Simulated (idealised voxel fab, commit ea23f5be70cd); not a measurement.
Module name: voxel self aligned vias (process module)
Xsec cut, 255 nm wide, square cell size 5 nm.
Cross-section, as written here: a square-cell grid given band by band from the top down, where a band holds one or more rows of cells.
Top height, bottom height, nm. Materials left to right, width each, nm. Single material + "all across" = fills band edge to edge. "empty" = empty.
For the purposes of this specification, 0 denotes the height below which the wafer in its as-received condition is composed wholly of one material, and the lowermost band, lacking a lower limit, extends downward without end, as expressed in "0 down".
The width entry "30..40" should be interpreted row by row: the top row of cells in the band takes the first number, the bottom row takes the second number, and the change between adjacent rows is uniform throughout.
"nothing altered" -> step changed no cross-section cell.
"Cavities, closed" - sealed voids, min. 8 cells, no opening to top; format: width x height at distance (distance from left edge; nm throughout).
What comes after the settings on a step's line is commentary from the simulator itself on that step.
Steps that use a mask can have "overlay nm" on their line. It says how far the mask sat to the right of where it was meant to be. Negative means to the left.
## Steps planned for the process
1. RECEIVE [material Si]
2. CONFORMAL_DEP [material SiO2] [thk nm 10]
3. CONFORMAL_DEP [material SiCN] [thk nm 5]
4. DIRECTIONAL_DEP [material SiO2] [thk nm 25]
5. MASKED_ETCH [tone open] [mask id LINES] [width nm 25] [pitch nm 60] [etch materials SiO2] [depth nm 25] [overlay nm 0]
6. CONFORMAL_DEP [material TiN] [thk nm 5]
7. FILL_DEP [material W] [thk nm 5]
8. CMP [height nm 40]
9. SELECTIVE_ETCH [etch materials W Ru TiN] [depth nm 10]
10. FILL_DEP [material SiN] [thk nm 10]
11. CMP [height nm 40]
12. DIRECTIONAL_DEP [material SiO2] [thk nm 20]
13. MASKED_ETCH [tone open] [mask id VIAS] [width nm 45] [pitch nm 120] [etch materials SiO2] [depth nm 20] [overlay nm 0]
14. MASKED_ETCH [tone open] [mask id VIAS] [width nm 45] [pitch nm 120] [etch materials SiN] [depth nm 10] [overlay nm -15]
15. CONFORMAL_DEP [material TiN] [thk nm 5]
16. FILL_DEP [material Cu] [thk nm 5]
17. CMP [height nm 60]
18. CONFORMAL_DEP [material SiCN] [thk nm 5]
Split variable: overlay nm, step 14. Plan value = first wafer. Wafers start alike.
## First of several wafers, received after step 1, in cross-section
	0 down  Si all across
	Cavities, closed: none
## Tabulated below, wafer by wafer, are the end-of-module results: for each material, the number of cells gained (+) or lost (-) relative to the as-received state, followed by the closed voids
overlay nm -15, +50 Cu, +102 SiCN, +14 SiN, +414 SiO2, +65 TiN, +18 W, Cavities, closed: none
overlay nm -10, +54 Cu, +102 SiCN, +10 SiN, +414 SiO2, +65 TiN, +18 W, Cavities, closed: none
overlay nm -5, +54 Cu, +102 SiCN, +10 SiN, +414 SiO2, +65 TiN, +18 W, Cavities, closed: none
overlay nm 0, +54 Cu, +102 SiCN, +10 SiN, +414 SiO2, +65 TiN, +18 W, Cavities, closed: none
overlay nm 5, +54 Cu, +102 SiCN, +10 SiN, +414 SiO2, +65 TiN, +18 W, Cavities, closed: none
overlay nm 10, +54 Cu, +102 SiCN, +10 SiN, +414 SiO2, +65 TiN, +18 W, Cavities, closed: none
overlay nm 15, +50 Cu, +102 SiCN, +14 SiN, +414 SiO2, +65 TiN, +18 W, Cavities, closed: none
